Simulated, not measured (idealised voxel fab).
Proc. module: voxel capacitor over wiring
The width of the displayed cross-section, cut, is 255 nm; its cells are square, with a size of 5 nm.
Cross-section spec: square-cell grid; bands listed top down; each band is one or more rows. It is stipulated that each band's entry specify, in nanometres, the height of the top of the band and then that of its bottom, followed by the materials of the band in left-to-right sequence, each together with its width in nanometres. A single material marked by the word "all across" is understood to fill the band from edge to edge; the word "blank" is understood to denote empty space. Heights from 0 (as-received wafer is one material below). Bottom band endless downward, as "0 -> down". Width: "30 to 40" (first number = top row, second number = bottom row, same change from row to row of cells). "remained unchanged" (step): cross-section cells unchanged, all of them. The entry titled "Sealed voids" provides the empty spaces that have no open way to the top, restricted to those of 8 cells or more. Each is presented as width x height at distance, the distance being measured from the left edge, with all three in nm. Where a step's line continues beyond its settings, the continuation is a remark by the simulator itself on that step. Regarding "overlay nm": on a step with a mask, it is the distance the mask lay to the right of its planned place; a negative value places it to the left. Structure of the following material. The material consists of pairs of cross-sections. Each pair comprises the cross-section before one process step and the cross-section after that step, the latter shown only down to the lowest band that changed. The step between the cross-sections is specified beneath each pair, including its settings. Pairs are not necessarily consecutive: they may derive from different runs of this module performed on the same starting wafer. Continuity with the pair above is to be assumed only where the entry headed "Cross-section, before" of the pair in question states it.
CROSS-SECTION, BEFORE
* 0 -> down = Si all across
* Sealed voids: none
RESULTANT CROSS-SECTION
* 10 -> 0 = SiO2 all across
* Anything lower than 0 is untouched.
* Sealed voids: none
What was done to get from the before section above to the after section? CONFORMAL_DEP [material SiO2] [thk nm 10]
Cross-section, before: after-step cross-section of the pair just above applies.
RESULTANT CROSS-SECTION
* 15 -> 10 = TiN all across
* Anything lower than 10 is untouched.
* Sealed voids: none
What was done to get from the before section above to the after section? DIRECTIONAL_DEP [material TiN] [thk nm 5]
Cross-section, before: after-step cross-section of the pair just above applies.
RESULTANT CROSS-SECTION
* 40 -> 15 = W all across
* Anything lower than 15 is untouched.
* Sealed voids: none
What was done to get from the before section above to the after section? DIRECTIONAL_DEP [material W] [thk nm 25]
Cross-section, before: after-step cross-section of the pair just above applies.
RESULTANT CROSS-SECTION
* 40 -> 15 = blank=75, W=25, blank=55, W=25, blank=75
* Anything lower than 15 is untouched.
* Sealed voids: none
What was done to get from the before section above to the after section? MASKED_ETCH [tone cover] [mask id METAL_1] [width nm 25] [pitch nm 80] [etch materials W] [depth nm 25] [overlay nm 0]
Cross-section, before: after-step cross-section of the pair just above applies.
RESULTANT CROSS-SECTION
* 40 -> 15 = blank=75, W=25, blank=55, W=25, blank=75
* 15 -> 10 = blank=75, TiN=25, blank=55, TiN=25, blank=75
* Anything lower than 10 is untouched.
* Sealed voids: none
What was done to get from the before section above to the after section? MASKED_ETCH [tone cover] [mask id METAL_1] [width nm 25] [pitch nm 80] [etch materials TiN] [depth nm 5] [overlay nm 0]
Cross-section, before: after-step cross-section of the pair just above applies.
RESULTANT CROSS-SECTION
* 45 -> 40 = blank=70, SiCN=35, blank=45, SiCN=35, blank=70
* 40 -> 15 = blank=70, SiCN=5, W=25, SiCN=5, blank=45, SiCN=5, W=25, SiCN=5, blank=70
* 15 -> 10 = SiCN=75, TiN=25, SiCN=55, TiN=25, SiCN=75
* Anything lower than 10 is untouched.
* Sealed voids: none
What was done to get from the before section above to the after section? CONFORMAL_DEP [material SiCN] [thk nm 5]
Cross-section, before: after-step cross-section of the pair just above applies.
RESULTANT CROSS-SECTION
* 55 -> 45 = lowk all across
* 45 -> 40 = lowk=70, SiCN=35, lowk=45, SiCN=35, lowk=70
* 40 -> 15 = lowk=70, SiCN=5, W=25, SiCN=5, lowk=45, SiCN=5, W=25, SiCN=5, lowk=70
* Anything lower than 15 is untouched.
* Sealed voids: none
What was done to get from the before section above to the after section? FILL_DEP [material lowk] [thk nm 10]
Cross-section, before: after-step cross-section of the pair just above applies.
RESULTANT CROSS-SECTION
* 40 -> 15 = lowk=70, SiCN=5, W=25, SiCN=5, lowk=45, SiCN=5, W=25, SiCN=5, lowk=70
* Anything lower than 15 is untouched.
* Sealed voids: none
What was done to get from the before section above to the after section? CMP [height nm 40]
Cross-section, before: after-step cross-section of the pair just above applies.
RESULTANT CROSS-SECTION
* 45 -> 40 = SiCN all across
* Anything lower than 40 is untouched.
* Sealed voids: none
What was done to get from the before section above to the after section? CONFORMAL_DEP [material SiCN] [thk nm 5]
Cross-section, before: after-step cross-section of the pair just above applies.
RESULTANT CROSS-SECTION
* 60 -> 45 = lowk all across
* Anything lower than 45 is untouched.
* Sealed voids: none
What was done to get from the before section above to the after section? DIRECTIONAL_DEP [material lowk] [thk nm 15]
Cross-section, before: after-step cross-section of the pair just above applies.
RESULTANT CROSS-SECTION
* 80 -> 60 = resist=85, blank=15, resist=155
* Anything lower than 60 is untouched.
* Sealed voids: none
What was done to get from the before section above to the after section? PATTERN [tone open] [mask id PLUG_1] [material resist] [width nm 15] [thk nm 20] [overlay nm 0]
Cross-section, before: after-step cross-section of the pair just above applies.
RESULTANT CROSS-SECTION
* 80 -> 60 = resist=85, blank=15, resist=155
* 60 -> 45 = lowk=85, blank=15, lowk=155
* Anything lower than 45 is untouched.
* Sealed voids: none
What was done to get from the before section above to the after section? DIRECTIONAL_ETCH [etch materials lowk] [depth nm 15]
Cross-section, before: after-step cross-section of the pair just above applies.
RESULTANT CROSS-SECTION
* 80 -> 60 = resist=85, blank=15, resist=155
* 60 -> 45 = lowk=85, blank=15, lowk=155
* 45 -> 40 = SiCN=85, blank=15, SiCN=155
* Anything lower than 40 is untouched.
* Sealed voids: none
What was done to get from the before section above to the after section? DIRECTIONAL_ETCH [etch materials SiCN] [depth nm 5]
Cross-section, before: after-step cross-section of the pair just above applies.
RESULTANT CROSS-SECTION
* 60 -> 45 = lowk=85, blank=15, lowk=155
* Anything lower than 45 is untouched.
* Sealed voids: none
What was done to get from the before section above to the after section? STRIP [etch materials resist]
Cross-section, before: after-step cross-section of the pair just above applies.
RESULTANT CROSS-SECTION
* 65 -> 60 = TiN=90, blank=5, TiN=160
* 60 -> 45 = lowk=85, TiN=5, blank=5, TiN=5, lowk=155
* 45 -> 40 = SiCN=85, TiN=15, SiCN=155
* Anything lower than 40 is untouched.
* Sealed voids: none
What was done to get from the before section above to the after section? CONFORMAL_DEP [material TiN] [thk nm 5]
Cross-section, before: after-step cross-section of the pair just above applies.
RESULTANT CROSS-SECTION
* 75 -> 65 = Cu all across
* 65 -> 60 = TiN=90, Cu=5, TiN=160
* 60 -> 45 = lowk=85, TiN=5, Cu=5, TiN=5, lowk=155
* Anything lower than 45 is untouched.
* Sealed voids: none
What was done to get from the before section above to the after section? FILL_DEP [material Cu] [thk nm 10]
Cross-section, before: after-step cross-section of the pair just above applies.
RESULTANT CROSS-SECTION
* 60 -> 45 = lowk=85, TiN=5, Cu=5, TiN=5, lowk=155
* Anything lower than 45 is untouched.
* Sealed voids: none
What was done to get from the before section above to the after section? CMP [height nm 60]
Cross-section, before: after-step cross-section of the pair just above applies.
RESULTANT CROSS-SECTION
* 65 -> 60 = TiN all across
* Anything lower than 60 is untouched.
* Sealed voids: none
What was done to get from the before section above to the after section? DIRECTIONAL_DEP [material TiN] [thk nm 5]
Cross-section, before: after-step cross-section of the pair just above applies.
RESULTANT CROSS-SECTION
* 70 -> 65 = HfO2 all across
* Anything lower than 65 is untouched.
* Sealed voids: none
What was done to get from the before section above to the after section? DIRECTIONAL_DEP [material HfO2] [thk nm 5]
Cross-section, before: after-step cross-section of the pair just above applies.
RESULTANT CROSS-SECTION
* 75 -> 70 = TiN all across
* Anything lower than 70 is untouched.
* Sealed voids: none
What was done to get from the before section above to the after section? DIRECTIONAL_DEP [material TiN] [thk nm 5]
Cross-section, before: after-step cross-section of the pair just above applies.
RESULTANT CROSS-SECTION
* 75 -> 70 = blank=85, TiN=60, blank=110
* Anything lower than 70 is untouched.
* Sealed voids: none
What was done to get from the before section above to the after section? MASKED_ETCH [tone cover] [mask id UPPER_PLATE] [width nm 60] [etch materials TiN] [depth nm 5] [overlay nm 0]
Cross-section, before: after-step cross-section of the pair just above applies.
RESULTANT CROSS-SECTION
* 75 -> 70 = blank=85, TiN=60, blank=110
* 70 -> 65 = blank=85, HfO2=60, blank=110
* Anything lower than 65 is untouched.
* Sealed voids: none
What was done to get from the before section above to the after section? MASKED_ETCH [tone cover] [mask id UPPER_PLATE] [width nm 60] [etch materials HfO2] [depth nm 5] [overlay nm 0]
Cross-section, before: after-step cross-section of the pair just above applies.
RESULTANT CROSS-SECTION
* 75 -> 70 = blank=85, TiN=60, blank=110
* 70 -> 65 = blank=85, HfO2=60, blank=110
* 65 -> 60 = blank=80, TiN=70, blank=105
* Anything lower than 60 is untouched.
* Sealed voids: none
What was done to get from the before section above to the after section? MASKED_ETCH [tone cover] [mask id LOWER_PLATE] [width nm 70] [etch materials TiN] [depth nm 5] [overlay nm 0]
Cross-section, before: after-step cross-section of the pair just above applies.
RESULTANT CROSS-SECTION
* 90 -> 75 = SiO2 all across
* 75 -> 70 = SiO2=85, TiN=60, SiO2=110
* 70 -> 65 = SiO2=85, HfO2=60, SiO2=110
* 65 -> 60 = SiO2=80, TiN=70, SiO2=105
* Anything lower than 60 is untouched.
* Sealed voids: none
What was done to get from the before section above to the after section? FILL_DEP [material SiO2] [thk nm 15]
Cross-section, before: after-step cross-section of the pair just above applies.
RESULTANT CROSS-SECTION
* 85 -> 75 = SiO2 all across
* Anything lower than 75 is untouched.
* Sealed voids: none
What was done to get from the before section above to the after section? CMP [height nm 85]
Cross-section, before: after-step cross-section of the pair just above applies.
RESULTANT CROSS-SECTION
* 85 -> 75 = SiO2=95, blank=15, SiO2=145
* Anything lower than 75 is untouched.
* Sealed voids: none
What was done to get from the before section above to the after section? MASKED_ETCH [tone open] [mask id PLUG_2] [width nm 15] [etch materials SiO2] [depth nm 10] [overlay nm 0]
Cross-section, before: after-step cross-section of the pair just above applies.
RESULTANT CROSS-SECTION
* 90 -> 85 = TiN=100, blank=5, TiN=150
* 85 -> 80 = SiO2=95, TiN=5, blank=5, TiN=5, SiO2=145
* 80 -> 70 = SiO2=95 to 85, TiN=15 to 60, SiO2=145 to 110
* Anything lower than 70 is untouched.
* Sealed voids: none
What was done to get from the before section above to the after section? CONFORMAL_DEP [material TiN] [thk nm 5]
Cross-section, before: after-step cross-section of the pair just above applies.
RESULTANT CROSS-SECTION
* 100 -> 90 = W all across
* 90 -> 85 = TiN=100, W=5, TiN=150
* 85 -> 80 = SiO2=95, TiN=5, W=5, TiN=5, SiO2=145
* Anything lower than 80 is untouched.
* Sealed voids: none
What was done to get from the before section above to the after section? FILL_DEP [material W] [thk nm 10]
Cross-section, before: after-step cross-section of the pair just above applies.
RESULTANT CROSS-SECTION
* 85 -> 80 = SiO2=95, TiN=5, W=5, TiN=5, SiO2=145
* Anything lower than 80 is untouched.
* Sealed voids: none
What was done to get from the before section above to the after section? CMP [height nm 85]
Cross-section, before: after-step cross-section of the pair just above applies.
RESULTANT CROSS-SECTION
* 90 -> 85 = SiCN all across
* Anything lower than 85 is untouched.
* Sealed voids: none
What was done to get from the before section above to the after section? CONFORMAL_DEP [material SiCN] [thk nm 5]
CROSS-SECTION, BEFORE
* 55 -> 45 = lowk all across
* 45 -> 40 = lowk=70, SiCN=35, lowk=45, SiCN=35, lowk=70
* 40 -> 15 = lowk=70, SiCN=5, W=25, SiCN=5, lowk=45, SiCN=5, W=25, SiCN=5, lowk=70
* 15 -> 10 = SiCN=75, TiN=25, SiCN=55, TiN=25, SiCN=75
* 10 -> 0 = SiO2 all across
* 0 -> down = Si all across
* Sealed voids: none
RESULTANT CROSS-SECTION
* 60 -> 55 = SiCN all across
* Anything lower than 55 is untouched.
* Sealed voids: none
What was done to get from the before section above to the after section? CONFORMAL_DEP [material SiCN] [thk nm 5]
Cross-section, before: after-step cross-section of the pair just above applies.
RESULTANT CROSS-SECTION
* 75 -> 60 = lowk all across
* Anything lower than 60 is untouched.
* Sealed voids: none
What was done to get from the before section above to the after section? DIRECTIONAL_DEP [material lowk] [thk nm 15]
Cross-section, before: after-step cross-section of the pair just above applies.
RESULTANT CROSS-SECTION
* 95 -> 75 = resist=85, blank=15, resist=155
* Anything lower than 75 is untouched.
* Sealed voids: none
What was done to get from the before section above to the after section? PATTERN [tone open] [mask id PLUG_1] [material resist] [width nm 15] [thk nm 20] [overlay nm 0]
Cross-section, before: after-step cross-section of the pair just above applies.
RESULTANT CROSS-SECTION
* 95 -> 75 = resist=85, blank=15, resist=155
* 75 -> 60 = lowk=85, blank=15, lowk=155
* Anything lower than 60 is untouched.
* Sealed voids: none
What was done to get from the before section above to the after section? DIRECTIONAL_ETCH [etch materials lowk] [depth nm 15]
Cross-section, before: after-step cross-section of the pair just above applies.
RESULTANT CROSS-SECTION
* 95 -> 75 = resist=85, blank=15, resist=155
* 75 -> 60 = lowk=85, blank=15, lowk=155
* 60 -> 55 = SiCN=85, blank=15, SiCN=155
* Anything lower than 55 is untouched.
* Sealed voids: none
What was done to get from the before section above to the after section? DIRECTIONAL_ETCH [etch materials SiCN] [depth nm 5]
Cross-section, before: after-step cross-section of the pair just above applies.
RESULTANT CROSS-SECTION
* 75 -> 60 = lowk=85, blank=15, lowk=155
* Anything lower than 60 is untouched.
* Sealed voids: none
What was done to get from the before section above to the after section? STRIP [etch materials resist]
Cross-section, before: after-step cross-section of the pair just above applies.
RESULTANT CROSS-SECTION
* 80 -> 75 = TiN=90, blank=5, TiN=160
* 75 -> 60 = lowk=85, TiN=5, blank=5, TiN=5, lowk=155
* 60 -> 55 = SiCN=85, TiN=15, SiCN=155
* Anything lower than 55 is untouched.
* Sealed voids: none
What was done to get from the before section above to the after section? CONFORMAL_DEP [material TiN] [thk nm 5]
Cross-section, before: after-step cross-section of the pair just above applies.
RESULTANT CROSS-SECTION
* 90 -> 80 = Cu all across
* 80 -> 75 = TiN=90, Cu=5, TiN=160
* 75 -> 60 = lowk=85, TiN=5, Cu=5, TiN=5, lowk=155
* Anything lower than 60 is untouched.
* Sealed voids: none
What was done to get from the before section above to the after section? FILL_DEP [material Cu] [thk nm 10]
Cross-section, before: after-step cross-section of the pair just above applies.
RESULTANT CROSS-SECTION
* 60 -> 55 = SiCN=85, TiN=15, SiCN=155
* Anything lower than 55 is untouched.
* Sealed voids: none
What was done to get from the before section above to the after section? CMP [height nm 60]
Cross-section, before: after-step cross-section of the pair just above applies.
RESULTANT CROSS-SECTION
* 65 -> 60 = TiN all across
* Anything lower than 60 is untouched.
* Sealed voids: none
What was done to get from the before section above to the after section? DIRECTIONAL_DEP [material TiN] [thk nm 5]
Cross-section, before: after-step cross-section of the pair just above applies.
RESULTANT CROSS-SECTION
* 70 -> 65 = HfO2 all across
* Anything lower than 65 is untouched.
* Sealed voids: none
What was done to get from the before section above to the after section? DIRECTIONAL_DEP [material HfO2] [thk nm 5]
Cross-section, before: after-step cross-section of the pair just above applies.
RESULTANT CROSS-SECTION
* 75 -> 70 = TiN all across
* Anything lower than 70 is untouched.
* Sealed voids: none
What was done to get from the before section above to the after section? DIRECTIONAL_DEP [material TiN] [thk nm 5]
Cross-section, before: after-step cross-section of the pair just above applies.
RESULTANT CROSS-SECTION
* 75 -> 70 = blank=85, TiN=60, blank=110
* Anything lower than 70 is untouched.
* Sealed voids: none
What was done to get from the before section above to the after section? MASKED_ETCH [tone cover] [mask id UPPER_PLATE] [width nm 60] [etch materials TiN] [depth nm 5] [overlay nm 0]
Cross-section, before: after-step cross-section of the pair just above applies.
RESULTANT CROSS-SECTION
* 75 -> 70 = blank=85, TiN=60, blank=110
* 70 -> 65 = blank=85, HfO2=60, blank=110
* Anything lower than 65 is untouched.
* Sealed voids: none
What was done to get from the before section above to the after section? MASKED_ETCH [tone cover] [mask id UPPER_PLATE] [width nm 60] [etch materials HfO2] [depth nm 5] [overlay nm 0]
Cross-section, before: after-step cross-section of the pair just above applies.
RESULTANT CROSS-SECTION
* 75 -> 70 = blank=85, TiN=60, blank=110
* 70 -> 65 = blank=85, HfO2=60, blank=110
* 65 -> 60 = blank=80, TiN=70, blank=105
* Anything lower than 60 is untouched.
* Sealed voids: none
What was done to get from the before section above to the after section? MASKED_ETCH [tone cover] [mask id LOWER_PLATE] [width nm 70] [etch materials TiN] [depth nm 5] [overlay nm 0]
Cross-section, before: after-step cross-section of the pair just above applies.
RESULTANT CROSS-SECTION
* 90 -> 75 = SiO2 all across
* 75 -> 70 = SiO2=85, TiN=60, SiO2=110
* 70 -> 65 = SiO2=85, HfO2=60, SiO2=110
* 65 -> 60 = SiO2=80, TiN=70, SiO2=105
* Anything lower than 60 is untouched.
* Sealed voids: none
What was done to get from the before section above to the after section? FILL_DEP [material SiO2] [thk nm 15]
Cross-section, before: after-step cross-section of the pair just above applies.
RESULTANT CROSS-SECTION
* 85 -> 75 = SiO2 all across
* Anything lower than 75 is untouched.
* Sealed voids: none
What was done to get from the before section above to the after section? CMP [height nm 85]
Cross-section, before: after-step cross-section of the pair just above applies.
RESULTANT CROSS-SECTION
* 85 -> 75 = SiO2=95, blank=15, SiO2=145
* Anything lower than 75 is untouched.
* Sealed voids: none
What was done to get from the before section above to the after section? MASKED_ETCH [tone open] [mask id PLUG_2] [width nm 15] [etch materials SiO2] [depth nm 10] [overlay nm 0]
Cross-section, before: after-step cross-section of the pair just above applies.
RESULTANT CROSS-SECTION
* 90 -> 85 = TiN=100, blank=5, TiN=150
* 85 -> 80 = SiO2=95, TiN=5, blank=5, TiN=5, SiO2=145
* 80 -> 70 = SiO2=95 to 85, TiN=15 to 60, SiO2=145 to 110
* Anything lower than 70 is untouched.
* Sealed voids: none
What was done to get from the before section above to the after section? CONFORMAL_DEP [material TiN] [thk nm 5]
Cross-section, before: after-step cross-section of the pair just above applies.
RESULTANT CROSS-SECTION
* 100 -> 90 = W all across
* 90 -> 85 = TiN=100, W=5, TiN=150
* 85 -> 80 = SiO2=95, TiN=5, W=5, TiN=5, SiO2=145
* Anything lower than 80 is untouched.
* Sealed voids: none
What was done to get from the before section above to the after section? FILL_DEP [material W] [thk nm 10]
Cross-section, before: after-step cross-section of the pair just above applies.
RESULTANT CROSS-SECTION
* 85 -> 80 = SiO2=95, TiN=5, W=5, TiN=5, SiO2=145
* Anything lower than 80 is untouched.
* Sealed voids: none
What was done to get from the before section above to the after section? CMP [height nm 85]
Cross-section, before: after-step cross-section of the pair just above applies.
RESULTANT CROSS-SECTION
* 90 -> 85 = SiCN all across
* Anything lower than 85 is untouched.
* Sealed voids: none
What was done to get from the before section above to the after section? CONFORMAL_DEP [material SiCN] [thk nm 5]
CROSS-SECTION, BEFORE
* 40 -> 15 = lowk=70, SiCN=5, W=25, SiCN=5, lowk=45, SiCN=5, W=25, SiCN=5, lowk=70
* 15 -> 10 = SiCN=75, TiN=25, SiCN=55, TiN=25, SiCN=75
* 10 -> 0 = SiO2 all across
* 0 -> down = Si all across
* Sealed voids: none
RESULTANT CROSS-SECTION
* 55 -> 40 = lowk all across
* Anything lower than 40 is untouched.
* Sealed voids: none
What was done to get from the before section above to the after section? DIRECTIONAL_DEP [material lowk] [thk nm 15]
Cross-section, before: after-step cross-section of the pair just above applies.
RESULTANT CROSS-SECTION
* 60 -> 55 = SiCN all across
* Anything lower than 55 is untouched.
* Sealed voids: none
What was done to get from the before section above to the after section? CONFORMAL_DEP [material SiCN] [thk nm 5]
Cross-section, before: after-step cross-section of the pair just above applies.
RESULTANT CROSS-SECTION
* 80 -> 60 = resist=85, blank=15, resist=155
* Anything lower than 60 is untouched.
* Sealed voids: none
What was done to get from the before section above to the after section? PATTERN [tone open] [mask id PLUG_1] [material resist] [width nm 15] [thk nm 20] [overlay nm 0]
Cross-section, before: after-step cross-section of the pair just above applies.
RESULTANT CROSS-SECTION
* 80 -> 60 = resist=85, blank=15, resist=155
* 60 -> 55 = SiCN=85, blank=15, SiCN=155
* Anything lower than 55 is untouched.
* Sealed voids: none
What was done to get from the before section above to the after section? DIRECTIONAL_ETCH [etch materials SiCN] [depth nm 5]
Cross-section, before: after-step cross-section of the pair just above applies.
RESULTANT CROSS-SECTION
* 60 -> 55 = SiCN=85, blank=15, SiCN=155
* Anything lower than 55 is untouched.
* Sealed voids: none
What was done to get from the before section above to the after section? STRIP [etch materials resist]
Cross-section, before: after-step cross-section of the pair just above applies.
RESULTANT CROSS-SECTION
* 65 -> 60 = TiN=90, blank=5, TiN=160
* 60 -> 55 = SiCN=85, TiN=15, SiCN=155
* Anything lower than 55 is untouched.
* Sealed voids: none
What was done to get from the before section above to the after section? CONFORMAL_DEP [material TiN] [thk nm 5]
Cross-section, before: after-step cross-section of the pair just above applies.
RESULTANT CROSS-SECTION
* 75 -> 65 = Cu all across
* 65 -> 60 = TiN=90, Cu=5, TiN=160
* Anything lower than 60 is untouched.
* Sealed voids: none
What was done to get from the before section above to the after section? FILL_DEP [material Cu] [thk nm 10]
Cross-section, before: after-step cross-section of the pair just above applies.
RESULTANT CROSS-SECTION
* 60 -> 55 = SiCN=85, TiN=15, SiCN=155
* Anything lower than 55 is untouched.
* Sealed voids: none
What was done to get from the before section above to the after section? CMP [height nm 60]
Cross-section, before: after-step cross-section of the pair just above applies.
RESULTANT CROSS-SECTION
* 65 -> 60 = TiN all across
* Anything lower than 60 is untouched.
* Sealed voids: none
What was done to get from the before section above to the after section? DIRECTIONAL_DEP [material TiN] [thk nm 5]
Cross-section, before: after-step cross-section of the pair just above applies.
RESULTANT CROSS-SECTION
* 70 -> 65 = HfO2 all across
* Anything lower than 65 is untouched.
* Sealed voids: none
What was done to get from the before section above to the after section? DIRECTIONAL_DEP [material HfO2] [thk nm 5]
Cross-section, before: after-step cross-section of the pair just above applies.
RESULTANT CROSS-SECTION
* 75 -> 70 = TiN all across
* Anything lower than 70 is untouched.
* Sealed voids: none
What was done to get from the before section above to the after section? DIRECTIONAL_DEP [material TiN] [thk nm 5]
Cross-section, before: after-step cross-section of the pair just above applies.
RESULTANT CROSS-SECTION
* 75 -> 70 = blank=85, TiN=60, blank=110
* Anything lower than 70 is untouched.
* Sealed voids: none
What was done to get from the before section above to the after section? MASKED_ETCH [tone cover] [mask id UPPER_PLATE] [width nm 60] [etch materials TiN] [depth nm 5] [overlay nm 0]
Cross-section, before: after-step cross-section of the pair just above applies.
RESULTANT CROSS-SECTION
* 75 -> 70 = blank=85, TiN=60, blank=110
* 70 -> 65 = blank=85, HfO2=60, blank=110
* Anything lower than 65 is untouched.
* Sealed voids: none
What was done to get from the before section above to the after section? MASKED_ETCH [tone cover] [mask id UPPER_PLATE] [width nm 60] [etch materials HfO2] [depth nm 5] [overlay nm 0]
Cross-section, before: after-step cross-section of the pair just above applies.
RESULTANT CROSS-SECTION
* 75 -> 70 = blank=85, TiN=60, blank=110
* 70 -> 65 = blank=85, HfO2=60, blank=110
* 65 -> 60 = blank=80, TiN=70, blank=105
* Anything lower than 60 is untouched.
* Sealed voids: none
What was done to get from the before section above to the after section? MASKED_ETCH [tone cover] [mask id LOWER_PLATE] [width nm 70] [etch materials TiN] [depth nm 5] [overlay nm 0]
Cross-section, before: after-step cross-section of the pair just above applies.
RESULTANT CROSS-SECTION
* 90 -> 75 = SiO2 all across
* 75 -> 70 = SiO2=85, TiN=60, SiO2=110
* 70 -> 65 = SiO2=85, HfO2=60, SiO2=110
* 65 -> 60 = SiO2=80, TiN=70, SiO2=105
* Anything lower than 60 is untouched.
* Sealed voids: none
What was done to get from the before section above to the after section? FILL_DEP [material SiO2] [thk nm 15]
Cross-section, before: after-step cross-section of the pair just above applies.
RESULTANT CROSS-SECTION
* 85 -> 75 = SiO2 all across
* Anything lower than 75 is untouched.
* Sealed voids: none
What was done to get from the before section above to the after section? CMP [height nm 85]
Cross-section, before: after-step cross-section of the pair just above applies.
RESULTANT CROSS-SECTION
* 85 -> 75 = SiO2=95, blank=15, SiO2=145
* Anything lower than 75 is untouched.
* Sealed voids: none
What was done to get from the before section above to the after section? MASKED_ETCH [tone open] [mask id PLUG_2] [width nm 15] [etch materials SiO2] [depth nm 10] [overlay nm 0]
Cross-section, before: after-step cross-section of the pair just above applies.
RESULTANT CROSS-SECTION
* 90 -> 85 = TiN=100, blank=5, TiN=150
* 85 -> 80 = SiO2=95, TiN=5, blank=5, TiN=5, SiO2=145
* 80 -> 70 = SiO2=95 to 85, TiN=15 to 60, SiO2=145 to 110
* Anything lower than 70 is untouched.
* Sealed voids: none
What was done to get from the before section above to the after section? CONFORMAL_DEP [material TiN] [thk nm 5]
Cross-section, before: after-step cross-section of the pair just above applies.
RESULTANT CROSS-SECTION
* 100 -> 90 = W all across
* 90 -> 85 = TiN=100, W=5, TiN=150
* 85 -> 80 = SiO2=95, TiN=5, W=5, TiN=5, SiO2=145
* Anything lower than 80 is untouched.
* Sealed voids: none
What was done to get from the before section above to the after section? FILL_DEP [material W] [thk nm 10]
Cross-section, before: after-step cross-section of the pair just above applies.
RESULTANT CROSS-SECTION
* 85 -> 80 = SiO2=95, TiN=5, W=5, TiN=5, SiO2=145
* Anything lower than 80 is untouched.
* Sealed voids: none
What was done to get from the before section above to the after section? CMP [height nm 85]
Cross-section, before: after-step cross-section of the pair just above applies.
RESULTANT CROSS-SECTION
* 90 -> 85 = SiCN all across
* Anything lower than 85 is untouched.
* Sealed voids: none
What was done to get from the before section above to the after section? CONFORMAL_DEP [material SiCN] [thk nm 5]
CROSS-SECTION, BEFORE
* 75 -> 65 = Cu all across
* 65 -> 60 = TiN=90, Cu=5, TiN=160
* 60 -> 45 = lowk=85, TiN=5, Cu=5, TiN=5, lowk=155
* 45 -> 40 = SiCN=85, TiN=15, SiCN=155
* 40 -> 15 = lowk=70, SiCN=5, W=25, SiCN=5, lowk=45, SiCN=5, W=25, SiCN=5, lowk=70
* 15 -> 10 = SiCN=75, TiN=25, SiCN=55, TiN=25, SiCN=75
* 10 -> 0 = SiO2 all across
* 0 -> down = Si all across
* Sealed voids: none
RESULTANT CROSS-SECTION
* 55 -> 45 = lowk=85, TiN=5, Cu=5, TiN=5, lowk=155
* Anything lower than 45 is untouched.
* Sealed voids: none
What was done to get from the before section above to the after section? CMP [height nm 55]
Cross-section, before: after-step cross-section of the pair just above applies.
RESULTANT CROSS-SECTION
* 60 -> 55 = TiN all across
* Anything lower than 55 is untouched.
* Sealed voids: none
What was done to get from the before section above to the after section? DIRECTIONAL_DEP [material TiN] [thk nm 5]
Cross-section, before: after-step cross-section of the pair just above applies.
RESULTANT CROSS-SECTION
* 65 -> 60 = HfO2 all across
* Anything lower than 60 is untouched.
* Sealed voids: none
What was done to get from the before section above to the after section? DIRECTIONAL_DEP [material HfO2] [thk nm 5]
Cross-section, before: after-step cross-section of the pair just above applies.
RESULTANT CROSS-SECTION
* 70 -> 65 = TiN all across
* Anything lower than 65 is untouched.
* Sealed voids: none
What was done to get from the before section above to the after section? DIRECTIONAL_DEP [material TiN] [thk nm 5]
Cross-section, before: after-step cross-section of the pair just above applies.
RESULTANT CROSS-SECTION
* 70 -> 65 = blank=85, TiN=60, blank=110
* Anything lower than 65 is untouched.
* Sealed voids: none
What was done to get from the before section above to the after section? MASKED_ETCH [tone cover] [mask id UPPER_PLATE] [width nm 60] [etch materials TiN] [depth nm 5] [overlay nm 0]
Cross-section, before: after-step cross-section of the pair just above applies.
RESULTANT CROSS-SECTION
* 70 -> 65 = blank=85, TiN=60, blank=110
* 65 -> 60 = blank=85, HfO2=60, blank=110
* Anything lower than 60 is untouched.
* Sealed voids: none
What was done to get from the before section above to the after section? MASKED_ETCH [tone cover] [mask id UPPER_PLATE] [width nm 60] [etch materials HfO2] [depth nm 5] [overlay nm 0]
Cross-section, before: after-step cross-section of the pair just above applies.
RESULTANT CROSS-SECTION
* 70 -> 65 = blank=85, TiN=60, blank=110
* 65 -> 60 = blank=85, HfO2=60, blank=110
* 60 -> 55 = blank=80, TiN=70, blank=105
* Anything lower than 55 is untouched.
* Sealed voids: none
What was done to get from the before section above to the after section? MASKED_ETCH [tone cover] [mask id LOWER_PLATE] [width nm 70] [etch materials TiN] [depth nm 5] [overlay nm 0]
Cross-section, before: after-step cross-section of the pair just above applies.
RESULTANT CROSS-SECTION
* 85 -> 70 = SiO2 all across
* 70 -> 65 = SiO2=85, TiN=60, SiO2=110
* 65 -> 60 = SiO2=85, HfO2=60, SiO2=110
* 60 -> 55 = SiO2=80, TiN=70, SiO2=105
* Anything lower than 55 is untouched.
* Sealed voids: none
What was done to get from the before section above to the after section? FILL_DEP [material SiO2] [thk nm 15]
Cross-section, before: after-step cross-section of the pair just above applies.
RESULTANT CROSS-SECTION
* 85 -> 75 = SiO2=95, blank=15, SiO2=145
* Anything lower than 75 is untouched.
* Sealed voids: none
What was done to get from the before section above to the after section? MASKED_ETCH [tone open] [mask id PLUG_2] [width nm 15] [etch materials SiO2] [depth nm 10] [overlay nm 0]
Cross-section, before: after-step cross-section of the pair just above applies.
RESULTANT CROSS-SECTION
* 90 -> 85 = TiN=100, blank=5, TiN=150
* 85 -> 80 = SiO2=95, TiN=5, blank=5, TiN=5, SiO2=145
* 80 -> 75 = SiO2=95, TiN=15, SiO2=145
* Anything lower than 75 is untouched.
* Sealed voids: none
What was done to get from the before section above to the after section? CONFORMAL_DEP [material TiN] [thk nm 5]
Cross-section, before: after-step cross-section of the pair just above applies.
RESULTANT CROSS-SECTION
* 100 -> 90 = W all across
* 90 -> 85 = TiN=100, W=5, TiN=150
* 85 -> 80 = SiO2=95, TiN=5, W=5, TiN=5, SiO2=145
* Anything lower than 80 is untouched.
* Sealed voids: none
What was done to get from the before section above to the after section? FILL_DEP [material W] [thk nm 10]
Cross-section, before: after-step cross-section of the pair just above applies.
RESULTANT CROSS-SECTION
* 85 -> 80 = SiO2=95, TiN=5, W=5, TiN=5, SiO2=145
* Anything lower than 80 is untouched.
* Sealed voids: none
What was done to get from the before section above to the after section? CMP [height nm 85]
Cross-section, before: after-step cross-section of the pair just above applies.
RESULTANT CROSS-SECTION
* 90 -> 85 = SiCN all across
* Anything lower than 85 is untouched.
* Sealed voids: none
What was done to get from the before section above to the after section? CONFORMAL_DEP [material SiCN] [thk nm 5]
